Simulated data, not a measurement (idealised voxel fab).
Process module heading - voxel lift off
Cross-section cut: width 275 nm, square cells of 5 nm.
Format of a cross-section: grid, square cells. Given as bands. Order: top down. Band: one or more rows of cells.
Read a band's entry like this: the first values are the height of its top and the height of its bottom in nm, and what follows is the sequence of materials from left to right, each with its width in nm. Note that "air" is empty space, and that a single material marked "everywhere" reaches across the band from edge to edge.
A quick word on heights: they are counted from 0, and under that level the wafer as it came to us is one material throughout. The lowest band is different from the rest in having no bottom; it simply continues downward, written as in "0 -> down".
Width "30 to 40": first value at the band's top row of cells, second value at its bottom row, equal change from row to row.
"nothing altered" after a step means that no cell of the cross-section changed.
This entry, "Closed internal voids", enumerates those empty regions of no fewer than 8 cells that possess no open connection to the top. Each region is reported in the form width x height at distance, the distance being taken from the left edge, with all three quantities expressed in nm.
Anything after a step's settings on that line? It's the simulator's own note about the step.
What "overlay nm" on a step's line means: if the step has a mask, that mask lay this far to the right of its planned place, or, when the value is negative, to the left.

**Planned process steps**
1,RECEIVE | material Si
2,CONFORMAL_DEP | material SiO2 | thk nm 15
3,PATTERN | tone open | mask id LINES | material resist | width nm 30 | pitch nm 60 | thk nm 20 | overlay nm 0
4,DIRECTIONAL_DEP | material Ru | thk nm 5
5,STRIP | etch materials resist
6,CONFORMAL_DEP | material SiCN | thk nm 5
All wafers enter the flow in the same state. The thk nm at step 4 differs from wafer to wafer, and the plan gives the value for the first wafer.

**The as-received cross-section of the first of several wafers corresponds to the state after step 1**
0 -> down: Si everywhere
Closed internal voids: none

**The first of several wafers, seen in cross-section after the module's last step, step 6**
25 -> 20: air (85); SiCN (40); air (20); SiCN (40); air (90)
20 -> 15: SiCN (90); Ru (30); SiCN (30); Ru (30); SiCN (95)
15 -> 0: SiO2 everywhere
0 -> down: Si everywhere
Closed internal voids: none

**Cross-sectional depiction of the last of several wafers upon completion of the module**
35 -> 30: air (85); SiCN (40); air (20); SiCN (40); air (90)
30 -> 20: air (85); SiCN (5); Ru (30); SiCN (5); air (20); SiCN (5); Ru (30); SiCN (5); air (90)
20 -> 15: SiCN (90); Ru (30); SiCN (30); Ru (30); SiCN (95)
15 -> 0: SiO2 everywhere
0 -> down: Si everywhere
Closed internal voids: none

**Where each wafer stands at the end of the module, a row apiece: cells of each material gained (+) or lost (-) since it was received, then closed voids**
thk nm 5; +12 Ru; +59 SiCN; +165 SiO2; Closed internal voids: none
thk nm 10; +24 Ru; +63 SiCN; +165 SiO2; Closed internal voids: none
thk nm 15; +36 Ru; +67 SiCN; +165 SiO2; Closed internal voids: none
